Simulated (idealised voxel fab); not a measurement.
The process module that follows is named voxel tone inversion.
Cross-sectional view cut (width: 210 nm; square cell size: 5 nm).
Cross-section layout: square cells on a grid; listed as bands, top to bottom; a band spans one or more cell rows.
The entry gives the band's vertical extent as a top height and a bottom height in nm, then its horizontal make-up as materials from left to right, each with a width in nm. "air" stands for empty space; a single material marked "full width" fills the band edge to edge.
A quick word on heights: they are counted from 0, and under that level the wafer as it came to us is one material throughout. The lowest band is different from the rest in having no bottom; it simply continues downward, written as in "z 0 and below".
Read "30 to 40" as a graded width: first number on top, second number at the bottom, same change between each pair of neighbouring rows.
When a step is marked "no change occurred", none of the cells in the cross-section changed during that step.
Voids not open to the top, 8 cells minimum: see "Unvented voids". Written width x height at distance; distance is from the left edge; nm.
Anything after a step's settings on that line? It's the simulator's own note about the step.
A step's line can hold "overlay nm"; with a mask on that step, the setting says how far right of the planned place the mask lay, while a negative setting says it lay to the left.

### Set out below are the planned steps of the process
1) RECEIVE,material Si
2) CONFORMAL_DEP,material SiCN,thk nm 5
3) DIRECTIONAL_DEP,material polySi,thk nm 25
4) PATTERN,tone cover,mask id POSTS,material resist,width nm 20,pitch nm 35,thk nm 35,overlay nm 0
5) DIRECTIONAL_ETCH,etch materials polySi,depth nm 25
6) STRIP,etch materials resist
7) FILL_DEP,material lowk,thk nm 5
8) CMP,height nm 20
9) STRIP,etch materials polySi
Heads up: all these wafers start the same, and what changes between them is the height nm in step 8. The value you see in the plan is just what the first wafer got.

### Incoming state of the first of several wafers in cross-section: after step 1
- z 0 and below  Si full width
- Unvented voids: none

### Here is how to read the rows: every wafer has a row, and it shows the wafer at the end of the module, giving for each material how many cells were gained (+) or lost (-) since the wafer was received, then listing its closed voids
height nm 20, +42 SiCN, +102 lowk, Unvented voids: none
height nm 25, +42 SiCN, +136 lowk, Unvented voids: none
height nm 30, +42 SiCN, +170 lowk, Unvented voids: none
height nm 35, +42 SiCN, +212 lowk, +40 polySi, Unvented voids: none
